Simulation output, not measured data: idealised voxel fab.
The document below concerns the process module designated voxel capacitor over wiring.
Square cell edge 5 nm, section width 155 nm, ID cut.
A cross-section is written here as square cells arranged in a grid, and it is given in bands from the top down, each band taking up one or more rows of cells. Band entry format. Leading values: height of top, height of bottom, nm. Remainder: materials in left-to-right order, each with its width in nm. Special words: "everywhere" on a single material, which then fills the band edge to edge; "air", empty space. Heights from 0 (as-received wafer is one material below). Bottom band endless downward, as "0..down". Quick explanation for "30 to 40": the width changes in equal steps down the rows of cells, from the first number in the band's top row to the second number in its bottom row. "no alterations made" (step): cross-section cells unchanged, all of them. If an empty space has no open way to the top and is at least 8 cells in size, "Non-vented voids" lists it, written width x height at distance, where distance is measured from the left edge and every value is in nm. Formally, on a step line, whatever follows the settings is a remark that the simulator itself makes on the step. The setting "overlay nm" may be written on the line of a step. When the step uses a mask, the value reports how far to the right of the planned place the mask lay, and a negative value reports that it lay to the left.
# Set out below are the planned steps of the process
1) RECEIVE: material Si
2) CONFORMAL_DEP: material SiO2, thk nm 15
3) CONFORMAL_DEP: material SiCN, thk nm 5
4) DIRECTIONAL_DEP: material SiO2, thk nm 25
5) DIRECTIONAL_DEP: material aC, thk nm 10
6) PATTERN: tone open, mask id METAL_1, material resist, width nm 30, pitch nm 95, thk nm 30, overlay nm 0
7) DIRECTIONAL_ETCH: etch materials aC, depth nm 10
8) STRIP: etch materials resist
9) DIRECTIONAL_ETCH: etch materials SiO2, depth nm 25
10) DIRECTIONAL_ETCH: etch materials SiCN, depth nm 5
11) STRIP: etch materials aC
12) CONFORMAL_DEP: material TiN, thk nm 5
13) FILL_DEP: material Cu, thk nm 10
14) CMP: height nm 45
15) CONFORMAL_DEP: material SiCN, thk nm 5
16) DIRECTIONAL_DEP: material SiO2, thk nm 10
17) MASKED_ETCH: tone open, mask id PLUG_1, width nm 15, etch materials SiO2, depth nm 10, overlay nm 0
18) MASKED_ETCH: tone open, mask id PLUG_1, width nm 15, etch materials SiCN, depth nm 5, overlay nm 0
19) CONFORMAL_DEP: material TiN, thk nm 5
20) FILL_DEP: material W, thk nm 10
21) CMP: height nm 60
22) DIRECTIONAL_DEP: material TiN, thk nm 10
23) DIRECTIONAL_DEP: material HfO2, thk nm 5
24) DIRECTIONAL_DEP: material TiN, thk nm 10
25) PATTERN: tone cover, mask id UPPER_PLATE, material resist, width nm 70, thk nm 15, overlay nm 0
26) DIRECTIONAL_ETCH: etch materials TiN, depth nm 10
27) DIRECTIONAL_ETCH: etch materials HfO2, depth nm 5
28) STRIP: etch materials resist
29) DIRECTIONAL_DEP: material aC, thk nm 10
30) PATTERN: tone cover, mask id LOWER_PLATE, material resist, width nm 80, thk nm 25, overlay nm 0
31) DIRECTIONAL_ETCH: etch materials aC, depth nm 10
32) STRIP: etch materials resist
33) DIRECTIONAL_ETCH: etch materials TiN, depth nm 10
34) STRIP: etch materials aC
35) FILL_DEP: material SiO2, thk nm 20
36) CMP: height nm 100
37) MASKED_ETCH: tone open, mask id PLUG_2, width nm 15, etch materials SiO2, depth nm 15, overlay nm 0
38) CONFORMAL_DEP: material TiN, thk nm 5
39) FILL_DEP: material Ru, thk nm 10
40) CMP: height nm 100
41) CONFORMAL_DEP: material SiCN, thk nm 5
# Received-state cross-section, reflecting completion of step 1
0..down = Si everywhere
Non-vented voids: none
# One mistake in running the module, otherwise start and plan as above: cross-section at the end
105..100 = SiCN everywhere
100..90 = 40 SiO2, then 5 TiN, then 5 Ru, then 5 TiN, then 100 SiO2
90..85 = 40 SiO2, then 15 TiN, then 100 SiO2
85..80 = SiO2 everywhere
80..70 = 30 SiO2, then 70 TiN, then 55 SiO2
70..65 = 30 SiO2, then 70 HfO2, then 55 SiO2
65..55 = 25 SiO2, then 80 TiN, then 50 SiO2
55..50 = 30 SiO2, then 5 TiN, then 5 W, then 5 TiN, then 110 SiO2
50..45 = 30 SiCN, then 15 TiN, then 110 SiCN
45..20 = 15 SiO2, then 5 TiN, then 20 Cu, then 5 TiN, then 65 SiO2, then 5 TiN, then 20 Cu, then 5 TiN, then 15 SiO2
20..15 = 15 SiCN, then 30 TiN, then 65 SiCN, then 30 TiN, then 15 SiCN
15..0 = SiO2 everywhere
0..down = Si everywhere
Non-vented voids: none
Which mistake was made when the wafer was run? in deviation from the planned setting, step 21 was conducted as CMP: height nm 55
